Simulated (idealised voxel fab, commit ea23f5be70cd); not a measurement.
Module name: voxel capacitor over wiring (process module)
Cross-section cut: width 240 nm, square cells of 5 nm.
Reading order for cross-sections: top band down to bottom band. Underlying form: a grid of square cells. Band size: one or more rows of cells. Read a band's entry like this: the first values are the height of its top and the height of its bottom in nm, and what follows is the sequence of materials from left to right, each with its width in nm. Note that "air" is empty space, and that a single material marked "everywhere" reaches across the band from edge to edge. Heads up on the height convention: 0 is the point under which the incoming wafer is all one material, and the lowest band has no bottom, it just keeps going down, like "top 0, no bottom". When a width is written as two numbers, as in "30..40", the first number is the width in the top row of cells of the band and the second is the width in its bottom row, and the width changes by the same amount from each row to the next. For the purposes of this document, the phrase "everything unchanged" attached to a step denotes that no cell within the cross-section was modified by that step. In "Closed void roster" the enclosed voids are listed, meaning empty spaces of 8 cells or larger without any opening to the top. The form is width x height at distance, distance from the left edge, units nm. Read whatever lies past the settings on a step's line as the simulator's own remark about the step. "overlay nm" on a masked step: distance the mask lay right of its planned place, negative for left.

Steps planned for the process:
1) RECEIVE | material Si
2) CONFORMAL_DEP | material SiO2 | thk nm 10
3) DIRECTIONAL_DEP | material TiN | thk nm 5
4) DIRECTIONAL_DEP | material W | thk nm 15
5) DIRECTIONAL_DEP | material aC | thk nm 10
6) PATTERN | tone cover | mask id METAL_1 | material resist | width nm 30 | pitch nm 95 | thk nm 25 | overlay nm 0
7) DIRECTIONAL_ETCH | etch materials aC | depth nm 10
8) STRIP | etch materials resist
9) DIRECTIONAL_ETCH | etch materials W | depth nm 15
10) DIRECTIONAL_ETCH | etch materials TiN | depth nm 5
11) STRIP | etch materials aC
12) CONFORMAL_DEP | material SiN | thk nm 5
13) FILL_DEP | material lowk | thk nm 5
14) CMP | height nm 30
15) CONFORMAL_DEP | material SiCN | thk nm 5
16) DIRECTIONAL_DEP | material lowk | thk nm 10
17) PATTERN | tone open | mask id PLUG_1 | material resist | width nm 15 | thk nm 20 | overlay nm 0
18) DIRECTIONAL_ETCH | etch materials lowk | depth nm 10
19) DIRECTIONAL_ETCH | etch materials SiCN | depth nm 5
20) STRIP | etch materials resist
21) CONFORMAL_DEP | material TiN | thk nm 5
22) FILL_DEP | material Ru | thk nm 5
23) CMP | height nm 45
24) DIRECTIONAL_DEP | material TiN | thk nm 5
25) DIRECTIONAL_DEP | material Al2O3 | thk nm 5
26) DIRECTIONAL_DEP | material TiN | thk nm 5
27) DIRECTIONAL_DEP | material aC | thk nm 15
28) PATTERN | tone cover | mask id UPPER_PLATE | material resist | width nm 70 | thk nm 35 | overlay nm 0
29) DIRECTIONAL_ETCH | etch materials aC | depth nm 15
30) STRIP | etch materials resist
31) DIRECTIONAL_ETCH | etch materials TiN | depth nm 5
32) DIRECTIONAL_ETCH | etch materials Al2O3 | depth nm 5
33) STRIP | etch materials aC
34) MASKED_ETCH | tone cover | mask id LOWER_PLATE | width nm 80 | etch materials TiN | depth nm 5 | overlay nm 0
35) FILL_DEP | material SiO2 | thk nm 20
36) CMP | height nm 75
37) MASKED_ETCH | tone open | mask id PLUG_2 | width nm 15 | etch materials SiO2 | depth nm 15 | overlay nm 0
38) CONFORMAL_DEP | material TiN | thk nm 5
39) FILL_DEP | material Ru | thk nm 5
40) CMP | height nm 75
41) CONFORMAL_DEP | material SiN | thk nm 5

The first of a set of two wafers, run to plan:

Wafer as received: cross-section following step 1:
top 0, no bottom = Si everywhere
Closed void roster: none

The following cross-section depicts the wafer upon completion of step 2:
top 10, bottom 0 = SiO2 everywhere
Everything under 0 stays put, no change at all.

The following cross-section depicts the wafer upon completion of step 3:
top 15, bottom 10 = TiN everywhere
Everything under 10 stays put, no change at all.

The following cross-section depicts the wafer upon completion of step 4:
top 30, bottom 15 = W everywhere
Everything under 15 stays put, no change at all.

The following cross-section depicts the wafer upon completion of step 5:
top 40, bottom 30 = aC everywhere
Everything under 30 stays put, no change at all.

The following cross-section depicts the wafer upon completion of step 6:
top 65, bottom 40 = 55 nm air; 30 nm resist; 65 nm air; 30 nm resist; 60 nm air
Everything under 40 stays put, no change at all.

The following cross-section depicts the wafer upon completion of step 7:
top 55, bottom 40 = 55 nm air; 30 nm resist; 65 nm air; 30 nm resist; 60 nm air
top 40, bottom 30 = 55 nm air; 30 nm aC; 65 nm air; 30 nm aC; 60 nm air
Everything under 30 stays put, no change at all.

The following cross-section depicts the wafer upon completion of step 8:
top 40, bottom 30 = 55 nm air; 30 nm aC; 65 nm air; 30 nm aC; 60 nm air
Everything under 30 stays put, no change at all.

The following cross-section depicts the wafer upon completion of step 9:
top 40, bottom 30 = 55 nm air; 30 nm aC; 65 nm air; 30 nm aC; 60 nm air
top 30, bottom 15 = 55 nm air; 30 nm W; 65 nm air; 30 nm W; 60 nm air
Everything under 15 stays put, no change at all.

The following cross-section depicts the wafer upon completion of step 10:
top 40, bottom 30 = 55 nm air; 30 nm aC; 65 nm air; 30 nm aC; 60 nm air
top 30, bottom 15 = 55 nm air; 30 nm W; 65 nm air; 30 nm W; 60 nm air
top 15, bottom 10 = 55 nm air; 30 nm TiN; 65 nm air; 30 nm TiN; 60 nm air
Everything under 10 stays put, no change at all.

The following cross-section depicts the wafer upon completion of step 11:
top 30, bottom 15 = 55 nm air; 30 nm W; 65 nm air; 30 nm W; 60 nm air
Everything under 15 stays put, no change at all.

The following cross-section depicts the wafer upon completion of step 12:
top 35, bottom 30 = 50 nm air; 40 nm SiN; 55 nm air; 40 nm SiN; 55 nm air
top 30, bottom 15 = 50 nm air; 5 nm SiN; 30 nm W; 5 nm SiN; 55 nm air; 5 nm SiN; 30 nm W; 5 nm SiN; 55 nm air
top 15, bottom 10 = 55 nm SiN; 30 nm TiN; 65 nm SiN; 30 nm TiN; 60 nm SiN
Everything under 10 stays put, no change at all.

The following cross-section depicts the wafer upon completion of step 13:
top 40, bottom 35 = lowk everywhere
top 35, bottom 30 = 50 nm lowk; 40 nm SiN; 55 nm lowk; 40 nm SiN; 55 nm lowk
top 30, bottom 15 = 50 nm lowk; 5 nm SiN; 30 nm W; 5 nm SiN; 55 nm lowk; 5 nm SiN; 30 nm W; 5 nm SiN; 55 nm lowk
Everything under 15 stays put, no change at all.

The following cross-section depicts the wafer upon completion of step 14:
top 30, bottom 15 = 50 nm lowk; 5 nm SiN; 30 nm W; 5 nm SiN; 55 nm lowk; 5 nm SiN; 30 nm W; 5 nm SiN; 55 nm lowk
Everything under 15 stays put, no change at all.

The following cross-section depicts the wafer upon completion of step 15:
top 35, bottom 30 = SiCN everywhere
Everything under 30 stays put, no change at all.

The following cross-section depicts the wafer upon completion of step 16:
top 45, bottom 35 = lowk everywhere
Everything under 35 stays put, no change at all.

The following cross-section depicts the wafer upon completion of step 17:
top 65, bottom 45 = 70 nm resist; 15 nm air; 155 nm resist
Everything under 45 stays put, no change at all.

The following cross-section depicts the wafer upon completion of step 18:
top 65, bottom 45 = 70 nm resist; 15 nm air; 155 nm resist
top 45, bottom 35 = 70 nm lowk; 15 nm air; 155 nm lowk
Everything under 35 stays put, no change at all.

The following cross-section depicts the wafer upon completion of step 19:
top 65, bottom 45 = 70 nm resist; 15 nm air; 155 nm resist
top 45, bottom 35 = 70 nm lowk; 15 nm air; 155 nm lowk
top 35, bottom 30 = 70 nm SiCN; 15 nm air; 155 nm SiCN
Everything under 30 stays put, no change at all.

The following cross-section depicts the wafer upon completion of step 20:
top 45, bottom 35 = 70 nm lowk; 15 nm air; 155 nm lowk
Everything under 35 stays put, no change at all.

The following cross-section depicts the wafer upon completion of step 21:
top 50, bottom 45 = 75 nm TiN; 5 nm air; 160 nm TiN
top 45, bottom 35 = 70 nm lowk; 5 nm TiN; 5 nm air; 5 nm TiN; 155 nm lowk
top 35, bottom 30 = 70 nm SiCN; 15 nm TiN; 155 nm SiCN
Everything under 30 stays put, no change at all.

The following cross-section depicts the wafer upon completion of step 22:
top 55, bottom 50 = Ru everywhere
top 50, bottom 45 = 75 nm TiN; 5 nm Ru; 160 nm TiN
top 45, bottom 35 = 70 nm lowk; 5 nm TiN; 5 nm Ru; 5 nm TiN; 155 nm lowk
Everything under 35 stays put, no change at all.

The following cross-section depicts the wafer upon completion of step 23:
top 45, bottom 35 = 70 nm lowk; 5 nm TiN; 5 nm Ru; 5 nm TiN; 155 nm lowk
Everything under 35 stays put, no change at all.

The following cross-section depicts the wafer upon completion of step 24:
top 50, bottom 45 = TiN everywhere
Everything under 45 stays put, no change at all.

The following cross-section depicts the wafer upon completion of step 25:
top 55, bottom 50 = Al2O3 everywhere
Everything under 50 stays put, no change at all.

The following cross-section depicts the wafer upon completion of step 26:
top 60, bottom 55 = TiN everywhere
Everything under 55 stays put, no change at all.

The following cross-section depicts the wafer upon completion of step 27:
top 75, bottom 60 = aC everywhere
Everything under 60 stays put, no change at all.

The following cross-section depicts the wafer upon completion of step 28:
top 110, bottom 75 = 70 nm air; 70 nm resist; 100 nm air
Everything under 75 stays put, no change at all.

The following cross-section depicts the wafer upon completion of step 29:
top 95, bottom 75 = 70 nm air; 70 nm resist; 100 nm air
top 75, bottom 60 = 70 nm air; 70 nm aC; 100 nm air
Everything under 60 stays put, no change at all.

The following cross-section depicts the wafer upon completion of step 30:
top 75, bottom 60 = 70 nm air; 70 nm aC; 100 nm air
Everything under 60 stays put, no change at all.

The following cross-section depicts the wafer upon completion of step 31:
top 75, bottom 60 = 70 nm air; 70 nm aC; 100 nm air
top 60, bottom 55 = 70 nm air; 70 nm TiN; 100 nm air
Everything under 55 stays put, no change at all.

The following cross-section depicts the wafer upon completion of step 32:
top 75, bottom 60 = 70 nm air; 70 nm aC; 100 nm air
top 60, bottom 55 = 70 nm air; 70 nm TiN; 100 nm air
top 55, bottom 50 = 70 nm air; 70 nm Al2O3; 100 nm air
Everything under 50 stays put, no change at all.

The following cross-section depicts the wafer upon completion of step 33:
top 60, bottom 55 = 70 nm air; 70 nm TiN; 100 nm air
Everything under 55 stays put, no change at all.

The following cross-section depicts the wafer upon completion of step 34:
top 60, bottom 55 = 70 nm air; 70 nm TiN; 100 nm air
top 55, bottom 50 = 70 nm air; 70 nm Al2O3; 100 nm air
top 50, bottom 45 = 65 nm air; 80 nm TiN; 95 nm air
Everything under 45 stays put, no change at all.

The following cross-section depicts the wafer upon completion of step 35:
top 80, bottom 60 = SiO2 everywhere
top 60, bottom 55 = 70 nm SiO2; 70 nm TiN; 100 nm SiO2
top 55, bottom 50 = 70 nm SiO2; 70 nm Al2O3; 100 nm SiO2
top 50, bottom 45 = 65 nm SiO2; 80 nm TiN; 95 nm SiO2
Everything under 45 stays put, no change at all.

The following cross-section depicts the wafer upon completion of step 36:
top 75, bottom 60 = SiO2 everywhere
Everything under 60 stays put, no change at all.

The following cross-section depicts the wafer upon completion of step 37:
top 75, bottom 60 = 80 nm SiO2; 15 nm air; 145 nm SiO2
Everything under 60 stays put, no change at all.

The following cross-section depicts the wafer upon completion of step 38:
top 80, bottom 75 = 85 nm TiN; 5 nm air; 150 nm TiN
top 75, bottom 65 = 80 nm SiO2; 5 nm TiN; 5 nm air; 5 nm TiN; 145 nm SiO2
top 65, bottom 55 = 80..70 nm SiO2; 15..70 nm TiN; 145..100 nm SiO2
Everything under 55 stays put, no change at all.

The following cross-section depicts the wafer upon completion of step 39:
top 85, bottom 80 = Ru everywhere
top 80, bottom 75 = 85 nm TiN; 5 nm Ru; 150 nm TiN
top 75, bottom 65 = 80 nm SiO2; 5 nm TiN; 5 nm Ru; 5 nm TiN; 145 nm SiO2
Everything under 65 stays put, no change at all.

The following cross-section depicts the wafer upon completion of step 40:
top 75, bottom 65 = 80 nm SiO2; 5 nm TiN; 5 nm Ru; 5 nm TiN; 145 nm SiO2
Everything under 65 stays put, no change at all.

The following cross-section depicts the wafer upon completion of step 41:
top 80, bottom 75 = SiN everywhere
Everything under 75 stays put, no change at all.

Notes, second wafer: start = first wafer's, plan = first wafer's, execution had one mistake; history identical to first through step 2:

Second wafer, cross-section, planned end of step 3:
top 25, bottom 10 = W everywhere
Everything under 10 stays put, no change at all.

Second wafer, cross-section, planned end of step 4:
top 30, bottom 25 = TiN everywhere
Everything under 25 stays put, no change at all.

Second wafer, cross-section, planned end of step 5:
top 40, bottom 30 = aC everywhere
Everything under 30 stays put, no change at all.

Second wafer, cross-section, planned end of step 6:
top 65, bottom 40 = 55 nm air; 30 nm resist; 65 nm air; 30 nm resist; 60 nm air
Everything under 40 stays put, no change at all.

Second wafer, cross-section, planned end of step 7:
top 55, bottom 40 = 55 nm air; 30 nm resist; 65 nm air; 30 nm resist; 60 nm air
top 40, bottom 30 = 55 nm air; 30 nm aC; 65 nm air; 30 nm aC; 60 nm air
Everything under 30 stays put, no change at all.

Second wafer, cross-section, planned end of step 8:
top 40, bottom 30 = 55 nm air; 30 nm aC; 65 nm air; 30 nm aC; 60 nm air
Everything under 30 stays put, no change at all.

Second wafer, cross-section, planned end of step 9: everything unchanged

Second wafer, cross-section, planned end of step 10:
top 40, bottom 30 = 55 nm air; 30 nm aC; 65 nm air; 30 nm aC; 60 nm air
top 30, bottom 25 = 55 nm air; 30 nm TiN; 65 nm air; 30 nm TiN; 60 nm air
Everything under 25 stays put, no change at all.

Second wafer, cross-section, planned end of step 11:
top 30, bottom 25 = 55 nm air; 30 nm TiN; 65 nm air; 30 nm TiN; 60 nm air
Everything under 25 stays put, no change at all.

Second wafer, cross-section, planned end of step 12:
top 35, bottom 30 = 50 nm air; 40 nm SiN; 55 nm air; 40 nm SiN; 55 nm air
top 30, bottom 25 = 55 nm SiN; 30 nm TiN; 65 nm SiN; 30 nm TiN; 60 nm SiN
Everything under 25 stays put, no change at all.

Second wafer, cross-section, planned end of step 13:
top 40, bottom 35 = lowk everywhere
top 35, bottom 30 = 50 nm lowk; 40 nm SiN; 55 nm lowk; 40 nm SiN; 55 nm lowk
Everything under 30 stays put, no change at all.

Second wafer, cross-section, planned end of step 14:
top 30, bottom 25 = 55 nm SiN; 30 nm TiN; 65 nm SiN; 30 nm TiN; 60 nm SiN
Everything under 25 stays put, no change at all.

Second wafer, cross-section, planned end of step 15:
top 35, bottom 30 = SiCN everywhere
Everything under 30 stays put, no change at all.

Second wafer, cross-section, planned end of step 16:
top 45, bottom 35 = lowk everywhere
Everything under 35 stays put, no change at all.

Second wafer, cross-section, planned end of step 17:
top 65, bottom 45 = 70 nm resist; 15 nm air; 155 nm resist
Everything under 45 stays put, no change at all.

Second wafer, cross-section, planned end of step 18:
top 65, bottom 45 = 70 nm resist; 15 nm air; 155 nm resist
top 45, bottom 35 = 70 nm lowk; 15 nm air; 155 nm lowk
Everything under 35 stays put, no change at all.

Second wafer, cross-section, planned end of step 19:
top 65, bottom 45 = 70 nm resist; 15 nm air; 155 nm resist
top 45, bottom 35 = 70 nm lowk; 15 nm air; 155 nm lowk
top 35, bottom 30 = 70 nm SiCN; 15 nm air; 155 nm SiCN
Everything under 30 stays put, no change at all.

Second wafer, cross-section, planned end of step 20:
top 45, bottom 35 = 70 nm lowk; 15 nm air; 155 nm lowk
Everything under 35 stays put, no change at all.

Second wafer, cross-section, planned end of step 21:
top 50, bottom 45 = 75 nm TiN; 5 nm air; 160 nm TiN
top 45, bottom 35 = 70 nm lowk; 5 nm TiN; 5 nm air; 5 nm TiN; 155 nm lowk
top 35, bottom 30 = 70 nm SiCN; 15 nm TiN; 155 nm SiCN
Everything under 30 stays put, no change at all.

Second wafer, cross-section, planned end of step 22:
top 55, bottom 50 = Ru everywhere
top 50, bottom 45 = 75 nm TiN; 5 nm Ru; 160 nm TiN
top 45, bottom 35 = 70 nm lowk; 5 nm TiN; 5 nm Ru; 5 nm TiN; 155 nm lowk
Everything under 35 stays put, no change at all.

Second wafer, cross-section, planned end of step 23:
top 45, bottom 35 = 70 nm lowk; 5 nm TiN; 5 nm Ru; 5 nm TiN; 155 nm lowk
Everything under 35 stays put, no change at all.

Second wafer, cross-section, planned end of step 24:
top 50, bottom 45 = TiN everywhere
Everything under 45 stays put, no change at all.

Second wafer, cross-section, planned end of step 25:
top 55, bottom 50 = Al2O3 everywhere
Everything under 50 stays put, no change at all.

Second wafer, cross-section, planned end of step 26:
top 60, bottom 55 = TiN everywhere
Everything under 55 stays put, no change at all.

Second wafer, cross-section, planned end of step 27:
top 75, bottom 60 = aC everywhere
Everything under 60 stays put, no change at all.

Second wafer, cross-section, planned end of step 28:
top 110, bottom 75 = 70 nm air; 70 nm resist; 100 nm air
Everything under 75 stays put, no change at all.

Second wafer, cross-section, planned end of step 29:
top 95, bottom 75 = 70 nm air; 70 nm resist; 100 nm air
top 75, bottom 60 = 70 nm air; 70 nm aC; 100 nm air
Everything under 60 stays put, no change at all.

Second wafer, cross-section, planned end of step 30:
top 75, bottom 60 = 70 nm air; 70 nm aC; 100 nm air
Everything under 60 stays put, no change at all.

Second wafer, cross-section, planned end of step 31:
top 75, bottom 60 = 70 nm air; 70 nm aC; 100 nm air
top 60, bottom 55 = 70 nm air; 70 nm TiN; 100 nm air
Everything under 55 stays put, no change at all.

Second wafer, cross-section, planned end of step 32:
top 75, bottom 60 = 70 nm air; 70 nm aC; 100 nm air
top 60, bottom 55 = 70 nm air; 70 nm TiN; 100 nm air
top 55, bottom 50 = 70 nm air; 70 nm Al2O3; 100 nm air
Everything under 50 stays put, no change at all.

Second wafer, cross-section, planned end of step 33:
top 60, bottom 55 = 70 nm air; 70 nm TiN; 100 nm air
Everything under 55 stays put, no change at all.

Second wafer, cross-section, planned end of step 34:
top 60, bottom 55 = 70 nm air; 70 nm TiN; 100 nm air
top 55, bottom 50 = 70 nm air; 70 nm Al2O3; 100 nm air
top 50, bottom 45 = 65 nm air; 80 nm TiN; 95 nm air
Everything under 45 stays put, no change at all.

Second wafer, cross-section, planned end of step 35:
top 80, bottom 60 = SiO2 everywhere
top 60, bottom 55 = 70 nm SiO2; 70 nm TiN; 100 nm SiO2
top 55, bottom 50 = 70 nm SiO2; 70 nm Al2O3; 100 nm SiO2
top 50, bottom 45 = 65 nm SiO2; 80 nm TiN; 95 nm SiO2
Everything under 45 stays put, no change at all.

Second wafer, cross-section, planned end of step 36:
top 75, bottom 60 = SiO2 everywhere
Everything under 60 stays put, no change at all.

Second wafer, cross-section, planned end of step 37:
top 75, bottom 60 = 80 nm SiO2; 15 nm air; 145 nm SiO2
Everything under 60 stays put, no change at all.

Second wafer, cross-section, planned end of step 38:
top 80, bottom 75 = 85 nm TiN; 5 nm air; 150 nm TiN
top 75, bottom 65 = 80 nm SiO2; 5 nm TiN; 5 nm air; 5 nm TiN; 145 nm SiO2
top 65, bottom 55 = 80..70 nm SiO2; 15..70 nm TiN; 145..100 nm SiO2
Everything under 55 stays put, no change at all.

Second wafer, cross-section, planned end of step 39:
top 85, bottom 80 = Ru everywhere
top 80, bottom 75 = 85 nm TiN; 5 nm Ru; 150 nm TiN
top 75, bottom 65 = 80 nm SiO2; 5 nm TiN; 5 nm Ru; 5 nm TiN; 145 nm SiO2
Everything under 65 stays put, no change at all.

Second wafer, cross-section, planned end of step 40:
top 75, bottom 65 = 80 nm SiO2; 5 nm TiN; 5 nm Ru; 5 nm TiN; 145 nm SiO2
Everything under 65 stays put, no change at all.

Second wafer, cross-section, planned end of step 41:
top 80, bottom 75 = SiN everywhere
Everything under 75 stays put, no change at all.
Deviation from plan: note: step 3 <-> step 4, run order reversed vs plan
Heads up, by the end the second wafer has more or fewer cells of some materials compared to the first: 12 fewer of SiN; 108 more of W; 96 fewer of lowk
